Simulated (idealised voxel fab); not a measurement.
Title: Process Module voxel self aligned contacts
Pictured: cross-section cut, 270 nm wide, on a grid of 5 nm square cells.
This document writes a cross-section as a grid whose cells are square, and gives it as bands, listed from the top down; one or more rows of cells form a band. Look at the band entry: it leads with the top's height and the bottom's height in nm. Then it lists the materials left to right, with a width in nm for each. The word "full width" on a single material says that material fills the band edge to edge. The word "empty" is empty space. Height datum 0, below which the as-received substrate wafer is one material. Lowest band open at the bottom, running downward: "top 0, no bottom". Quick explanation for "30 to 40": the width changes in equal steps down the rows of cells, from the first number in the band's top row to the second number in its bottom row. A step reported as "remained the same" is a step in which no cell of the cross-section changed. Closed cavity list: empty space of 8 cells or more with no open way to the top, each as width x height at its distance from the left edge, in nm. Past the settings on a step's line: simulator remark, on that step. If you see "overlay nm" on a step's line and that step has a mask, it's telling you how far right of where it was planned the mask ended up; a negative number means it went left instead.
PLAN
| 1 | RECEIVE, material Si |
| 2 | OXIDIZE, depth nm 5 |
| 3 | DIRECTIONAL_DEP, material polySi, thk nm 20 |
| 4 | DIRECTIONAL_DEP, material SiN, thk nm 20 |
| 5 | MASKED_ETCH, tone cover, mask id GATE, width nm 25, pitch nm 60, etch materials SiN, depth nm 20, overlay nm 0 |
| 6 | MASKED_ETCH, tone cover, mask id GATE, width nm 25, pitch nm 60, etch materials polySi, depth nm 20, overlay nm 0 |
| 7 | CONFORMAL_DEP, material SiN, thk nm 5 |
| 8 | DIRECTIONAL_ETCH, etch materials SiN, depth nm 5 |
| 9 | FILL_DEP, material SiO2, thk nm 10 |
| 10 | CMP, height nm 45 |
| 11 | PATTERN, tone open, mask id CONTACT, material resist, width nm 45, thk nm 15, overlay nm 0 |
| 12 | DIRECTIONAL_ETCH, etch materials SiO2, depth nm 50 |
| 13 | STRIP, etch materials resist |
| 14 | CONFORMAL_DEP, material TiN, thk nm 5 |
| 15 | FILL_DEP, material W, thk nm 5 |
| 16 | CMP, height nm 45 |
| 17 | CONFORMAL_DEP, material SiCN, thk nm 5 |
SHOWN IN CROSS-SECTION IS THE WAFER AS RECEIVED, THAT IS, AS IT STANDS AFTER STEP 1
top 0, no bottom | Si full width
Closed cavity list: none
ONE MISTAKE IN RUNNING THE MODULE, OTHERWISE START AND PLAN AS ABOVE: CROSS-SECTION AT THE END
top 50, bottom 45 | SiCN full width
top 45, bottom 40 | 110 nm SiO2, 15 nm TiN, 15 nm W, 15 nm TiN, 115 nm SiO2
top 40, bottom 20 | 85 nm SiO2, 35 nm SiN, 5 nm TiN, 15 nm W, 5 nm TiN, 35 nm SiN, 90 nm SiO2
top 20, bottom 5 | 85 nm SiO2, 5 nm SiN, 25 nm polySi, 5 nm SiN, 5 nm TiN, 15 nm W, 5 nm TiN, 5 nm SiN, 25 nm polySi, 5 nm SiN, 90 nm SiO2
top 5, bottom 0 | 85 nm SiO2, 5 nm SiN, 25 nm polySi, 5 nm SiN, 25 nm TiN, 5 nm SiN, 25 nm polySi, 5 nm SiN, 90 nm SiO2
top 0, no bottom | Si full width
Closed cavity list: none
Run error: no execution of plan step 2; skipped
